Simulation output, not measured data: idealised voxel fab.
The document below concerns the process module designated voxel wiring stack.
The cross-section shown here is cut; it is 255 nm wide and divided into square cells measuring 5 nm on a side.
Format of a cross-section: grid, square cells. Given as bands. Order: top down. Band: one or more rows of cells. For a band, the entry starts with two heights in nm, that of the top and then that of the bottom, and carries on with the band's materials in order from left to right, each alongside its width in nm; the word "edge to edge" beside a single material means it fills the band edge to edge, and "empty" means empty space. Heads up on the height convention: 0 is the point under which the incoming wafer is all one material, and the lowest band has no bottom, it just keeps going down, like "0 down". It should be noted that a width expressed as "30 to 40" varies in equal increments from row to row of cells within the band, taking the value of the first number at the top row and that of the second number at the bottom row. The cross-section has no changed cell in any step marked "no change occurred". You'll see "Sealed-off cavities" listing empty spaces that have no way open to the top, as long as they're 8 cells or more; the notation is width x height at distance, where the distance is from the left edge, and all of it is in nm. Formally, on a step line, whatever follows the settings is a remark that the simulator itself makes on the step. overlay nm: mask offset rightward from planned place, masked step; negative means leftward offset.

**Set out below are the planned steps of the process**
1. RECEIVE [material Si]
2. CONFORMAL_DEP [material SiO2] [thk nm 10]
3. CONFORMAL_DEP [material SiCN] [thk nm 5]
4. DIRECTIONAL_DEP [material SiO2] [thk nm 20]
5. MASKED_ETCH [tone open] [mask id METAL_1] [width nm 25] [pitch nm 55] [etch materials SiO2] [depth nm 20] [overlay nm 0]
6. MASKED_ETCH [tone open] [mask id METAL_1] [width nm 25] [pitch nm 55] [etch materials SiCN] [depth nm 5] [overlay nm 0]
7. CONFORMAL_DEP [material TiN] [thk nm 5]
8. FILL_DEP [material W] [thk nm 5]
9. CMP [height nm 35]
10. EPI [material Ru] [thk nm 5]
11. FILL_DEP [material SiCN] [thk nm 5]
12. DIRECTIONAL_DEP [material lowk] [thk nm 25]
13. DIRECTIONAL_DEP [material aC] [thk nm 10]
14. PATTERN [tone open] [mask id METAL_2_HOLES] [material resist] [width nm 15] [pitch nm 55] [thk nm 30] [overlay nm 0]
15. DIRECTIONAL_ETCH [etch materials aC] [depth nm 10]
16. STRIP [etch materials resist]
17. DIRECTIONAL_ETCH [etch materials lowk] [depth nm 25]
18. STRIP [etch materials aC]
19. PATTERN [tone open] [mask id METAL_2] [material resist] [width nm 25] [pitch nm 55] [thk nm 20] [overlay nm 0]
20. DIRECTIONAL_ETCH [etch materials lowk] [depth nm 15]
21. DIRECTIONAL_ETCH [etch materials SiCN] [depth nm 5]
22. STRIP [etch materials resist]
23. CONFORMAL_DEP [material TiN] [thk nm 5]
24. FILL_DEP [material Ru] [thk nm 10]
25. CMP [height nm 70]
26. CONFORMAL_DEP [material SiCN] [thk nm 5]
27. DIRECTIONAL_DEP [material lowk] [thk nm 25]
28. DIRECTIONAL_DEP [material aC] [thk nm 15]
29. PATTERN [tone open] [mask id METAL_3] [material resist] [width nm 25] [pitch nm 55] [thk nm 30] [overlay nm 0]
30. DIRECTIONAL_ETCH [etch materials aC] [depth nm 15]
31. STRIP [etch materials resist]
32. DIRECTIONAL_ETCH [etch materials lowk] [depth nm 15]
33. STRIP [etch materials aC]
34. PATTERN [tone open] [mask id METAL_3_HOLES] [material resist] [width nm 15] [pitch nm 55] [thk nm 20] [overlay nm 0]
35. DIRECTIONAL_ETCH [etch materials lowk] [depth nm 10]
36. DIRECTIONAL_ETCH [etch materials SiCN] [depth nm 5]
37. STRIP [etch materials resist]
38. CONFORMAL_DEP [material TiN] [thk nm 5]
39. FILL_DEP [material Cu] [thk nm 10]
40. CMP [height nm 100]
41. CONFORMAL_DEP [material SiN] [thk nm 5]

**Shown in cross-section is the wafer as received, that is, as it stands after step 1**
  0 down: Si edge to edge
  Sealed-off cavities: none

**Cross-sectional view of the first of the two wafers upon completion of the module, processed in accordance with the plan**
  105 to 100: SiN edge to edge
  100 to 90: lowk 60 nm | TiN 5 nm | Cu 15 nm | TiN 5 nm | lowk 30 nm | TiN 5 nm | Cu 15 nm | TiN 5 nm | lowk 30 nm | TiN 5 nm | Cu 15 nm | TiN 5 nm | lowk 60 nm
  90 to 85: lowk 60 nm | TiN 5 nm | Cu 5 nm | TiN 15 nm | lowk 30 nm | TiN 5 nm | Cu 5 nm | TiN 15 nm | lowk 30 nm | TiN 5 nm | Cu 5 nm | TiN 15 nm | lowk 60 nm
  85 to 75: lowk 60 nm | TiN 5 nm | Cu 5 nm | TiN 5 nm | lowk 40 nm | TiN 5 nm | Cu 5 nm | TiN 5 nm | lowk 40 nm | TiN 5 nm | Cu 5 nm | TiN 5 nm | lowk 70 nm
  75 to 70: SiCN 60 nm | TiN 15 nm | SiCN 40 nm | TiN 15 nm | SiCN 40 nm | TiN 15 nm | SiCN 70 nm
  70 to 60: lowk 60 nm | TiN 5 nm | Ru 15 nm | TiN 5 nm | lowk 30 nm | TiN 5 nm | Ru 15 nm | TiN 5 nm | lowk 30 nm | TiN 5 nm | Ru 15 nm | TiN 5 nm | lowk 60 nm
  60 to 55: lowk 60 nm | TiN 5 nm | Ru 5 nm | TiN 15 nm | lowk 30 nm | TiN 5 nm | Ru 5 nm | TiN 15 nm | lowk 30 nm | TiN 5 nm | Ru 5 nm | TiN 15 nm | lowk 60 nm
  55 to 45: lowk 60 nm | TiN 5 nm | Ru 5 nm | TiN 5 nm | lowk 40 nm | TiN 5 nm | Ru 5 nm | TiN 5 nm | lowk 40 nm | TiN 5 nm | Ru 5 nm | TiN 5 nm | lowk 70 nm
  45 to 40: SiCN 60 nm | TiN 15 nm | SiCN 40 nm | TiN 15 nm | SiCN 40 nm | TiN 15 nm | SiCN 70 nm
  40 to 35: SiCN 55 nm | Ru 35 nm | SiCN 20 nm | Ru 35 nm | SiCN 20 nm | Ru 35 nm | SiCN 55 nm
  35 to 15: SiO2 60 nm | TiN 5 nm | W 15 nm | TiN 5 nm | SiO2 30 nm | TiN 5 nm | W 15 nm | TiN 5 nm | SiO2 30 nm | TiN 5 nm | W 15 nm | TiN 5 nm | SiO2 60 nm
  15 to 10: SiCN 60 nm | TiN 25 nm | SiCN 30 nm | TiN 25 nm | SiCN 30 nm | TiN 25 nm | SiCN 60 nm
  10 to 0: SiO2 edge to edge
  0 down: Si edge to edge
  Sealed-off cavities: none

**So this is wafer number two of the two, cut at the end of the module - it started where the first did and had the same plan, we just got one thing wrong running it**
  105 to 100: SiN edge to edge
  100 to 90: lowk 60 nm | TiN 5 nm | Cu 15 nm | TiN 5 nm | lowk 30 nm | TiN 5 nm | Cu 15 nm | TiN 5 nm | lowk 30 nm | TiN 5 nm | Cu 15 nm | TiN 5 nm | lowk 60 nm
  90 to 85: lowk 60 nm | TiN 5 nm | Cu 5 nm | TiN 15 nm | lowk 30 nm | TiN 5 nm | Cu 5 nm | TiN 15 nm | lowk 30 nm | TiN 5 nm | Cu 5 nm | TiN 15 nm | lowk 60 nm
  85 to 75: lowk 60 nm | TiN 5 nm | Cu 5 nm | TiN 5 nm | lowk 40 nm | TiN 5 nm | Cu 5 nm | TiN 5 nm | lowk 40 nm | TiN 5 nm | Cu 5 nm | TiN 5 nm | lowk 70 nm
  75 to 70: SiCN 60 nm | TiN 15 nm | SiCN 40 nm | TiN 15 nm | SiCN 40 nm | TiN 15 nm | SiCN 70 nm
  70 to 60: lowk 60 nm | TiN 5 nm | Ru 5 nm | TiN 5 nm | lowk 40 nm | TiN 5 nm | Ru 5 nm | TiN 5 nm | lowk 40 nm | TiN 5 nm | Ru 5 nm | TiN 5 nm | lowk 70 nm
  60 to 55: lowk 60 nm | TiN 15 nm | lowk 40 nm | TiN 15 nm | lowk 40 nm | TiN 15 nm | lowk 70 nm
  55 to 45: lowk edge to edge
  45 to 40: SiCN edge to edge
  40 to 35: SiCN 55 nm | Ru 35 nm | SiCN 20 nm | Ru 35 nm | SiCN 20 nm | Ru 35 nm | SiCN 55 nm
  35 to 15: SiO2 60 nm | TiN 5 nm | W 15 nm | TiN 5 nm | SiO2 30 nm | TiN 5 nm | W 15 nm | TiN 5 nm | SiO2 30 nm | TiN 5 nm | W 15 nm | TiN 5 nm | SiO2 60 nm
  15 to 10: SiCN 60 nm | TiN 25 nm | SiCN 30 nm | TiN 25 nm | SiCN 30 nm | TiN 25 nm | SiCN 60 nm
  10 to 0: SiO2 edge to edge
  0 down: Si edge to edge
  Sealed-off cavities: none
What was the processing mistake? step 12 of the plan saw execution twice
The second wafer ends with more or fewer cells of some materials than the first, per final count: -21 Ru | +9 SiCN | -24 TiN | +36 lowk
